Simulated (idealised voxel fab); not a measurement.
The process module that follows is named voxel double patterning.
The cross-section shown here is cut; it is 255 nm wide and divided into square cells measuring 5 nm on a side.
Bands, listed from the top down, are how a cross-section gets written in this document; the cross-section itself is a grid of square cells, and a band is one or more rows of them.
A band entry consists of two parts. The first gives the height of the band's top and the height of its bottom, in nm. The rest lists the band's materials from left to right, each with its width in nm. A single material labelled with the word "all across" fills the band from edge to edge, and the word "air" marks empty space.
It should be noted that heights are counted from 0, beneath which the wafer as supplied is of one material throughout, and that the lowest band possesses no lower boundary but continues downward, as written in "0 -> down".
Note: "30->40" means the width goes from the first number (top row of the band) to the second number (bottom row) in equal steps per row of cells.
Take "no change" at face value: in the step it is given for, the cross-section changed in none of its cells.
Basically, "Closed internal cavities" tells you about the enclosed voids: empty spaces with no open way to the top, 8 cells or bigger, each written width x height at distance, where distance is from the left edge, all in nm.
Post-settings text on a step line: simulator's own remark regarding the step.
The line of a step may include "overlay nm". On a step with a mask, this value is how far to the right of its planned place the mask lay. A negative value means the mask lay to the left.

The steps planned for the process are as follows
1) RECEIVE with material Si
2) CONFORMAL_DEP with material SiO2, thk nm 5
3) DIRECTIONAL_DEP with material TiN, thk nm 10
4) DIRECTIONAL_DEP with material SiCN, thk nm 5
5) PATTERN with tone open, mask id FIRST, material resist, width nm 15, pitch nm 50, thk nm 15, overlay nm 0
6) DIRECTIONAL_ETCH with etch materials SiCN, depth nm 5
7) STRIP with etch materials resist
8) MASKED_ETCH with tone open, mask id SECOND, width nm 15, etch materials SiCN, depth nm 5, overlay nm 0
9) DIRECTIONAL_ETCH with etch materials TiN, depth nm 10
10) STRIP with etch materials SiCN

The first of two wafers, run as planned

Step 1 complete: cross-section of the wafer as received
* 0 -> down: Si all across
* Closed internal cavities: none

Upon completion of step 2, the wafer appears in cross-section as shown
* 5 -> 0: SiO2 all across
* Note: structure below 0 unchanged.

Upon completion of step 3, the wafer appears in cross-section as shown
* 15 -> 5: TiN all across
* Note: structure below 5 unchanged.

Upon completion of step 4, the wafer appears in cross-section as shown
* 20 -> 15: SiCN all across
* Note: structure below 15 unchanged.

Upon completion of step 5, the wafer appears in cross-section as shown
* 35 -> 20: resist: 95  air: 15  resist: 35  air: 15  resist: 95
* Note: structure below 20 unchanged.

Upon completion of step 6, the wafer appears in cross-section as shown
* 35 -> 20: resist: 95  air: 15  resist: 35  air: 15  resist: 95
* 20 -> 15: SiCN: 95  air: 15  SiCN: 35  air: 15  SiCN: 95
* Note: structure below 15 unchanged.

Upon completion of step 7, the wafer appears in cross-section as shown
* 20 -> 15: SiCN: 95  air: 15  SiCN: 35  air: 15  SiCN: 95
* Note: structure below 15 unchanged.

Upon completion of step 8, the wafer appears in cross-section as shown
* 20 -> 15: SiCN: 95  air: 15  SiCN: 10  air: 15  SiCN: 10  air: 15  SiCN: 95
* Note: structure below 15 unchanged.

Upon completion of step 9, the wafer appears in cross-section as shown
* 20 -> 15: SiCN: 95  air: 15  SiCN: 10  air: 15  SiCN: 10  air: 15  SiCN: 95
* 15 -> 5: TiN: 95  air: 15  TiN: 10  air: 15  TiN: 10  air: 15  TiN: 95
* Note: structure below 5 unchanged.

Upon completion of step 10, the wafer appears in cross-section as shown
* 15 -> 5: TiN: 95  air: 15  TiN: 10  air: 15  TiN: 10  air: 15  TiN: 95
* Note: structure below 5 unchanged.

Notes, second wafer: start = first wafer's, plan = first wafer's, execution had one mistake; history identical to first through step 1

Here is the second wafer in cross-section at the point where step 2 of the plan should have been done
* 10 -> 0: TiN all across
* Note: structure below 0 unchanged.

Here is the second wafer in cross-section at the point where step 3 of the plan should have been done
* 15 -> 10: SiO2 all across
* Note: structure below 10 unchanged.

Here is the second wafer in cross-section at the point where step 4 of the plan should have been done
* 20 -> 15: SiCN all across
* Note: structure below 15 unchanged.

Here is the second wafer in cross-section at the point where step 5 of the plan should have been done
* 35 -> 20: resist: 95  air: 15  resist: 35  air: 15  resist: 95
* Note: structure below 20 unchanged.

Here is the second wafer in cross-section at the point where step 6 of the plan should have been done
* 35 -> 20: resist: 95  air: 15  resist: 35  air: 15  resist: 95
* 20 -> 15: SiCN: 95  air: 15  SiCN: 35  air: 15  SiCN: 95
* Note: structure below 15 unchanged.

Here is the second wafer in cross-section at the point where step 7 of the plan should have been done
* 20 -> 15: SiCN: 95  air: 15  SiCN: 35  air: 15  SiCN: 95
* Note: structure below 15 unchanged.

Here is the second wafer in cross-section at the point where step 8 of the plan should have been done
* 20 -> 15: SiCN: 95  air: 15  SiCN: 10  air: 15  SiCN: 10  air: 15  SiCN: 95
* Note: structure below 15 unchanged.

Here is the second wafer in cross-section at the point where step 9 of the plan should have been done: no change

Here is the second wafer in cross-section at the point where step 10 of the plan should have been done
* 15 -> 10: SiO2 all across
* Note: structure below 10 unchanged.
Heads up, the wafer didn't run the way we planned it: steps 2 and 3 of the plan were each performed in the slot designated for the other
Final cells, second wafer relative to first, materials higher or lower: TiN: 18 more
